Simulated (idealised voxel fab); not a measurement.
The process module presented herein is designated voxel self aligned contacts.
It is cross-section cut that appears here, measuring 255 nm in width, its square cells being 5 nm in size.
This document writes a cross-section as a grid whose cells are square, and gives it as bands, listed from the top down; one or more rows of cells form a band.
Quick guide to a band line: top height, bottom height (nm) up front; then every material left to right with its width in nm. Only one material and it's marked "all across"? Then it fills the band edge to edge. And "empty" just means empty space.
It should be noted that heights are counted from 0, beneath which the wafer as supplied is of one material throughout, and that the lowest band possesses no lower boundary but continues downward, as written in "0 nm and below".
With a width like "30..40", each row of cells in the band differs from the next by the same amount, the top row carrying the first number and the bottom row the second.
Reading "no modification" for a step: not a cell of the cross-section changed in it.
"Trapped voids": sealed empty spaces, 8 cells or more, no open way to top, listed width x height at distance, with distance from the left edge and width, height and distance in nm.
Heads up: the bit after the settings on a step's line is the simulator's remark on that step.
"overlay nm", when on a step's line for a step with a mask, measures how far to the right of its planned place the mask lay; a negative measure means to the left.
### These are the steps we planned for the process
step 1: RECEIVE with material Si
step 2: OXIDIZE with depth nm 5
step 3: DIRECTIONAL_DEP with material polySi, thk nm 30
step 4: DIRECTIONAL_DEP with material SiN, thk nm 25
step 5: DIRECTIONAL_DEP with material aC, thk nm 10
step 6: PATTERN with tone cover, mask id GATE, material resist, width nm 20, pitch nm 75, thk nm 30, overlay nm 0
step 7: DIRECTIONAL_ETCH with etch materials aC, depth nm 10
step 8: STRIP with etch materials resist
step 9: DIRECTIONAL_ETCH with etch materials SiN, depth nm 25
step 10: DIRECTIONAL_ETCH with etch materials polySi, depth nm 30
step 11: STRIP with etch materials aC
step 12: CONFORMAL_DEP with material SiN, thk nm 10
step 13: DIRECTIONAL_ETCH with etch materials SiN, depth nm 10
step 14: FILL_DEP with material SiO2, thk nm 15
step 15: CMP with height nm 60
step 16: MASKED_ETCH with tone open, mask id CONTACT, width nm 55, etch materials SiO2, depth nm 65, overlay nm 0
step 17: CONFORMAL_DEP with material TiN, thk nm 5
step 18: FILL_DEP with material W, thk nm 5
step 19: CMP with height nm 60
step 20: CONFORMAL_DEP with material SiCN, thk nm 5
For this document, wafers share an identical start and vary in the step 6 width nm; the plan quotes the first wafer's value.
### The first of several wafers, as received after step 1, seen in section
  0 nm and below  Si all across
  Trapped voids: none
### Depicted here is the first of several wafers in cross-section, at module completion following the last step, step 20
  65 nm to 60 nm  SiCN all across
  60 nm to 55 nm  100 nm SiO2, 15 nm TiN, 25 nm W, 15 nm TiN, 100 nm SiO2
  55 nm to 30 nm  70 nm SiO2, 40 nm SiN, 5 nm TiN, 25 nm W, 5 nm TiN, 40 nm SiN, 70 nm SiO2
  30 nm to 0 nm  70 nm SiO2, 10 nm SiN, 20 nm polySi, 10 nm SiN, 5 nm TiN, 25 nm W, 5 nm TiN, 10 nm SiN, 20 nm polySi, 10 nm SiN, 70 nm SiO2
  0 nm to -5 nm  110 nm SiO2, 35 nm TiN, 110 nm SiO2
  -5 nm and below  Si all across
  Trapped voids: none
### Of the several wafers, the last: cross-section at the end of the module
  65 nm to 60 nm  SiCN all across
  60 nm to 55 nm  100 nm SiO2, 55 nm TiN, 100 nm SiO2
  55 nm to 30 nm  60 nm SiO2, 65 nm SiN, 10 nm TiN, 65 nm SiN, 55 nm SiO2
  30 nm to 0 nm  60 nm SiO2, 10 nm SiN, 45 nm polySi, 10 nm SiN, 10 nm TiN, 10 nm SiN, 45 nm polySi, 10 nm SiN, 55 nm SiO2
  0 nm to -5 nm  125 nm SiO2, 10 nm TiN, 120 nm SiO2
  -5 nm and below  Si all across
  Trapped voids: none
### Heads up, this table goes wafer by wafer. A row tells you, at the end of the module, how many cells of each material that wafer has put on (+) or dropped (-) since it was received, and then its closed voids
width nm 20; -51 Si; +51 SiCN; +128 SiN; +392 SiO2; +35 TiN; +60 W; +48 polySi; Trapped voids: none
width nm 25; -51 Si; +51 SiCN; +138 SiN; +382 SiO2; +35 TiN; +48 W; +60 polySi; Trapped voids: none
width nm 30; -51 Si; +51 SiCN; +148 SiN; +372 SiO2; +35 TiN; +36 W; +72 polySi; Trapped voids: none
width nm 35; -51 Si; +51 SiCN; +158 SiN; +362 SiO2; +35 TiN; +24 W; +84 polySi; Trapped voids: none
width nm 40; -51 Si; +51 SiCN; +168 SiN; +352 SiO2; +35 TiN; +12 W; +96 polySi; Trapped voids: none
width nm 45; -51 Si; +51 SiCN; +178 SiN; +342 SiO2; +35 TiN; +108 polySi; Trapped voids: none
